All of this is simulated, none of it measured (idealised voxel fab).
Proc. module: voxel trench capacitor
Each square cell in cross-section cut measures 5 nm, and the section as a whole is 205 nm wide.
Cross-section = grid of square cells, listed top down in bands; band = one or more rows. It is stipulated that each band's entry specify, in nanometres, the height of the top of the band and then that of its bottom, followed by the materials of the band in left-to-right sequence, each together with its width in nanometres. A single material marked by the word "full width" is understood to fill the band from edge to edge; the word "air" is understood to denote empty space. Ref level 0: as-received wafer is one material below here. Bottom band extends down with no lower bound ("0..down"). The two numbers in a width such as "30..40" mark its ends across the band: the first belongs to the top row of cells, the second to the bottom row, and from each row to the next the width moves by the same amount. Reading "no alteration" for a step: not a cell of the cross-section changed in it. The label "Cavities, sealed" introduces a list of the empty spaces, 8 cells or larger, that have no open way up to the top; each entry in it reads width x height at distance, where the distance is taken from the left edge and all three are stated in nm. Anything after a step's settings on that line? It's the simulator's own note about the step. The setting "overlay nm" may be written on the line of a step. When the step uses a mask, the value reports how far to the right of the planned place the mask lay, and a negative value reports that it lay to the left.
-- The following list gives the planned process steps
| 1 | RECEIVE,material Si |
| 2 | CONFORMAL_DEP,material SiN,thk nm 10 |
| 3 | DIRECTIONAL_DEP,material aC,thk nm 10 |
| 4 | PATTERN,tone open,mask id TRENCH,material resist,width nm 15,pitch nm 45,thk nm 25,overlay nm 0 |
| 5 | DIRECTIONAL_ETCH,etch materials aC,depth nm 5 |
| 6 | STRIP,etch materials resist |
| 7 | DIRECTIONAL_ETCH,etch materials SiN,depth nm 10 |
| 8 | DIRECTIONAL_ETCH,etch materials Si,depth nm 40 |
| 9 | STRIP,etch materials aC |
| 10 | CONFORMAL_DEP,material Al2O3,thk nm 5 |
| 11 | FILL_DEP,material polySi,thk nm 5 |
| 12 | CMP,height nm 10 |
The plan shows the depth nm of step 5 as the first wafer had it; this setting differs between the wafers, which start out alike.
-- First wafer of several, as received: cross-section after step 1
	0..down  Si full width
	Cavities, sealed: none
-- The following table contains a row per wafer, in which are reported, at the conclusion of the module, the cells of each material gained (+) or lost (-) since the wafer's receipt, with its closed voids given thereafter
depth nm 5, +82 SiN, Cavities, sealed: none
depth nm 10, +63 Al2O3, -72 Si, +64 SiN, +27 polySi, Cavities, sealed: none
depth nm 15, +63 Al2O3, -72 Si, +64 SiN, +27 polySi, Cavities, sealed: none
depth nm 20, +63 Al2O3, -72 Si, +64 SiN, +27 polySi, Cavities, sealed: none
depth nm 25, +63 Al2O3, -72 Si, +64 SiN, +27 polySi, Cavities, sealed: none
